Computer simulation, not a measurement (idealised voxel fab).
process module | voxel ribs on slabs
cross-section cut | 270 nm wide | cells 5 nm
A cross-section is a grid of square cells, given in bands from the top down. A band is one or more rows of cells.
Each band's line starts with the height of the band's top and of its bottom, in nm. Then come its materials from left to right, each with its width in nm. One material with "throughout" fills the band from edge to edge. "air" is empty space.
Height 0 is the level under which the wafer as received is all one material. The lowest band goes on downwards, as in "0 down".
A width such as "30 to 40" changes by the same amount from each row of cells to the next, from the band's top row to its bottom row.
"no change" after a step means that no cell of the cross-section changed.
closed voids: empty space of 8 cells or more with no open way to the top, each as width x height at its distance from the left edge, in nm
after a step's settings: what the simulator itself notes on the step
overlay nm, on a step with a mask: how far to the right of its planned place the mask lay; to the left if negative
plan
1 op RECEIVE | material Si
2 op DIRECTIONAL_DEP | material SiO2 | thk nm 25
3 op DIRECTIONAL_DEP | material SiN | thk nm 20
4 op PATTERN | tone cover | mask id RIB | material resist | width nm 15 | thk nm 20 | overlay nm 0
5 op DIRECTIONAL_ETCH | etch materials SiN | depth nm 5
6 op STRIP | etch materials resist
7 op PATTERN | tone cover | mask id SLAB | material resist | width nm 75 | thk nm 20 | overlay nm 0
8 op DIRECTIONAL_ETCH | etch materials SiN | depth nm 15
9 op STRIP | etch materials resist
10 op FILL_DEP | material SiO2 | thk nm 25
11 op CMP | height nm 60
12 op DIRECTIONAL_DEP | material W | thk nm 5
13 op MASKED_ETCH | tone cover | mask id HEATER | width nm 25 | etch materials W | depth nm 5 | overlay nm 0
14 op CONFORMAL_DEP | material SiO2 | thk nm 5
first wafer, as planned
as received, after step 1
  0 down: Si throughout
  closed voids: none
after step 2
  25 to 0: SiO2 throughout
  below 0: unchanged
after step 3
  45 to 25: SiN throughout
  below 25: unchanged
after step 4
  65 to 45: air 125 | resist 15 | air 130
  below 45: unchanged
after step 5
  65 to 45: air 125 | resist 15 | air 130
  45 to 40: air 125 | SiN 15 | air 130
  below 40: unchanged
after step 6
  45 to 40: air 125 | SiN 15 | air 130
  below 40: unchanged
after step 7
  65 to 45: air 95 | resist 75 | air 100
  45 to 40: air 95 | resist 30 | SiN 15 | resist 30 | air 100
  below 40: unchanged
after step 8
  65 to 45: air 95 | resist 75 | air 100
  45 to 40: air 95 | resist 30 | SiN 15 | resist 30 | air 100
  40 to 25: air 95 | SiN 75 | air 100
  below 25: unchanged
after step 9
  45 to 40: air 125 | SiN 15 | air 130
  below 40: unchanged
after step 10
  70 to 45: SiO2 throughout
  45 to 40: SiO2 125 | SiN 15 | SiO2 130
  40 to 25: SiO2 95 | SiN 75 | SiO2 100
  below 25: unchanged
after step 11
  60 to 45: SiO2 throughout
  below 45: unchanged
after step 12
  65 to 60: W throughout
  below 60: unchanged
after step 13
  65 to 60: air 120 | W 25 | air 125
  below 60: unchanged
after step 14
  70 to 65: air 115 | SiO2 35 | air 120
  65 to 60: SiO2 120 | W 25 | SiO2 125
  below 60: unchanged
second wafer: like start, like plan, one mistake. Through step 13 it matches the first wafer
when step 14 should have ended: no change
what went wrong: step 14 was left out
at the end the second wafer has, in cells: 56 fewer of SiO2
